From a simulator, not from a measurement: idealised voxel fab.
voxel wiring stack: a process module
Section cut is 250 nm wide and gridded with 5 nm square cells.
A cross-section is a grid of square cells, given in bands from the top down. A band is one or more rows of cells.
It is stipulated that each band's entry specify, in nanometres, the height of the top of the band and then that of its bottom, followed by the materials of the band in left-to-right sequence, each together with its width in nanometres. A single material marked by the word "all across" is understood to fill the band from edge to edge; the word "empty" is understood to denote empty space.
Note: height 0 marks the level under which the wafer is uniformly one material as received. Lowest band unbounded below, written "from 0 down".
Width: "30..40" (first number = top row, second number = bottom row, same change from row to row of cells).
For the purposes of this document, the phrase "everything unchanged" attached to a step denotes that no cell within the cross-section was modified by that step.
Entrapped void list: empty space of 8 cells or more with no open way to the top, each as width x height at its distance from the left edge, in nm
It should be noted that, on the line of a given step, the content following the step's settings is a remark produced by the simulator itself with respect to that step.
overlay nm: right-of-plan distance of the mask on a masked step; negative values mean left-of-plan.

PROCESS STEPS (PLANNED)
1. RECEIVE (material Si)
2. CONFORMAL_DEP (material SiO2; thk nm 10)
3. DIRECTIONAL_DEP (material TiN; thk nm 5)
4. DIRECTIONAL_DEP (material W; thk nm 15)
5. DIRECTIONAL_DEP (material aC; thk nm 10)
6. PATTERN (tone cover; mask id METAL_1; material resist; width nm 30; pitch nm 50; thk nm 25; overlay nm 0)
7. DIRECTIONAL_ETCH (etch materials aC; depth nm 10)
8. STRIP (etch materials resist)
9. DIRECTIONAL_ETCH (etch materials W; depth nm 15)
10. DIRECTIONAL_ETCH (etch materials TiN; depth nm 5)
11. STRIP (etch materials aC)
12. FILL_DEP (material lowk; thk nm 5)
13. CMP (height nm 30)
14. CONFORMAL_DEP (material SiCN; thk nm 5)
15. DIRECTIONAL_DEP (material lowk; thk nm 25)
16. DIRECTIONAL_DEP (material aC; thk nm 10)
17. PATTERN (tone open; mask id METAL_2; material resist; width nm 30; pitch nm 50; thk nm 25; overlay nm 0)
18. DIRECTIONAL_ETCH (etch materials aC; depth nm 10)
19. STRIP (etch materials resist)
20. DIRECTIONAL_ETCH (etch materials lowk; depth nm 15)
21. STRIP (etch materials aC)
22. MASKED_ETCH (tone open; mask id METAL_2_HOLES; width nm 15; pitch nm 50; etch materials lowk; depth nm 10; overlay nm 0)
23. MASKED_ETCH (tone open; mask id METAL_2_HOLES; width nm 15; pitch nm 50; etch materials SiCN; depth nm 5; overlay nm 0)
24. CONFORMAL_DEP (material TiN; thk nm 5)
25. FILL_DEP (material Cu; thk nm 10)
26. CMP (height nm 60)
27. CONFORMAL_DEP (material SiCN; thk nm 5)
28. DIRECTIONAL_DEP (material SiO2; thk nm 15)
29. PATTERN (tone open; mask id PLUG_2; material resist; width nm 15; pitch nm 50; thk nm 15; overlay nm 0)
30. DIRECTIONAL_ETCH (etch materials SiO2; depth nm 15)
31. DIRECTIONAL_ETCH (etch materials SiCN; depth nm 5)
32. STRIP (etch materials resist)
33. EPI (material Ru; thk nm 10)
34. EPI (material Ru; thk nm 10)
35. DIRECTIONAL_DEP (material TiN; thk nm 5)
36. DIRECTIONAL_DEP (material Ru; thk nm 25)
37. MASKED_ETCH (tone cover; mask id METAL_3; width nm 30; pitch nm 50; etch materials Ru; depth nm 25; overlay nm 0)
38. MASKED_ETCH (tone cover; mask id METAL_3; width nm 20; pitch nm 50; etch materials TiN; depth nm 5; overlay nm 0)
39. CONFORMAL_DEP (material SiCN; thk nm 5)
40. FILL_DEP (material lowk; thk nm 5)
41. CMP (height nm 110)
42. CONFORMAL_DEP (material SiCN; thk nm 5)
Heads up: all these wafers start the same, and what changes between them is the width nm in step 38. The value you see in the plan is just what the first wafer got.

CROSS-SECTION, FIRST OF SEVERAL WAFERS, AS DELIVERED AFTER STEP 1
from 0 down | Si all across
Entrapped void list: none

AT THE END OF THE MODULE, AFTER ITS LAST STEP, STEP 42, THE FIRST OF SEVERAL WAFERS APPEARS IN CROSS-SECTION AS FOLLOWS
from 115 to 110 | SiCN all across
from 110 to 85 | lowk (55), SiCN (5), Ru (30), SiCN (5), lowk (10), SiCN (5), Ru (30), SiCN (5), lowk (10), SiCN (5), Ru (30), SiCN (5), lowk (55)
from 85 to 80 | SiCN (60), TiN (30), SiCN (20), TiN (30), SiCN (20), TiN (30), SiCN (60)
from 80 to 65 | SiO2 (60), Ru (15), SiO2 (35), Ru (15), SiO2 (35), Ru (15), SiO2 (75)
from 65 to 60 | SiCN (60), Ru (15), SiCN (35), Ru (15), SiCN (35), Ru (15), SiCN (75)
from 60 to 50 | lowk (60), TiN (5), Cu (20), TiN (5), lowk (20), TiN (5), Cu (20), TiN (5), lowk (20), TiN (5), Cu (20), TiN (5), lowk (60)
from 50 to 45 | lowk (60), TiN (5), Cu (5), TiN (20), lowk (20), TiN (5), Cu (5), TiN (20), lowk (20), TiN (5), Cu (5), TiN (20), lowk (60)
from 45 to 35 | lowk (60), TiN (5), Cu (5), TiN (5), lowk (35), TiN (5), Cu (5), TiN (5), lowk (35), TiN (5), Cu (5), TiN (5), lowk (75)
from 35 to 30 | SiCN (60), TiN (15), SiCN (35), TiN (15), SiCN (35), TiN (15), SiCN (75)
from 30 to 15 | lowk (60), W (30), lowk (20), W (30), lowk (20), W (30), lowk (60)
from 15 to 10 | lowk (60), TiN (30), lowk (20), TiN (30), lowk (20), TiN (30), lowk (60)
from 10 to 0 | SiO2 all across
from 0 down | Si all across
Entrapped void list: none

END OF MODULE, LAST WAFER SECTIONED
from 115 to 110 | SiCN all across
from 110 to 90 | lowk (55), SiCN (5), Ru (30), SiCN (5), lowk (10), SiCN (5), Ru (30), SiCN (5), lowk (10), SiCN (5), Ru (30), SiCN (5), lowk (55)
from 90 to 85 | lowk (55), SiCN (5), Ru (30), SiCN (10), lowk (5), SiCN (5), Ru (30), SiCN (10), lowk (5), SiCN (5), Ru (30), SiCN (10), lowk (50)
from 85 to 80 | SiCN (60), TiN (35), SiCN (15), TiN (35), SiCN (15), TiN (35), SiCN (55)
from 80 to 65 | SiO2 (60), Ru (15), SiO2 (35), Ru (15), SiO2 (35), Ru (15), SiO2 (75)
from 65 to 60 | SiCN (60), Ru (15), SiCN (35), Ru (15), SiCN (35), Ru (15), SiCN (75)
from 60 to 50 | lowk (60), TiN (5), Cu (20), TiN (5), lowk (20), TiN (5), Cu (20), TiN (5), lowk (20), TiN (5), Cu (20), TiN (5), lowk (60)
from 50 to 45 | lowk (60), TiN (5), Cu (5), TiN (20), lowk (20), TiN (5), Cu (5), TiN (20), lowk (20), TiN (5), Cu (5), TiN (20), lowk (60)
from 45 to 35 | lowk (60), TiN (5), Cu (5), TiN (5), lowk (35), TiN (5), Cu (5), TiN (5), lowk (35), TiN (5), Cu (5), TiN (5), lowk (75)
from 35 to 30 | SiCN (60), TiN (15), SiCN (35), TiN (15), SiCN (35), TiN (15), SiCN (75)
from 30 to 15 | lowk (60), W (30), lowk (20), W (30), lowk (20), W (30), lowk (60)
from 15 to 10 | lowk (60), TiN (30), lowk (20), TiN (30), lowk (20), TiN (30), lowk (60)
from 10 to 0 | SiO2 all across
from 0 down | Si all across
Entrapped void list: none

TAKE ANY ROW AND YOU HAVE A WAFER AT THE END OF THE MODULE: HOW MANY CELLS OF EACH MATERIAL IT HAS GAINED (+) OR LOST (-) SINCE IT WAS RECEIVED, AND THEN ITS CLOSED VOIDS
width nm 20 | +33 Cu | +126 Ru | +194 SiCN | +223 SiO2 | +84 TiN | +54 W | +436 lowk | Entrapped void list: none
width nm 25 | +33 Cu | +126 Ru | +194 SiCN | +223 SiO2 | +84 TiN | +54 W | +436 lowk | Entrapped void list: none
width nm 30 | +33 Cu | +126 Ru | +194 SiCN | +223 SiO2 | +84 TiN | +54 W | +436 lowk | Entrapped void list: none
width nm 35 | +33 Cu | +126 Ru | +194 SiCN | +223 SiO2 | +87 TiN | +54 W | +433 lowk | Entrapped void list: none
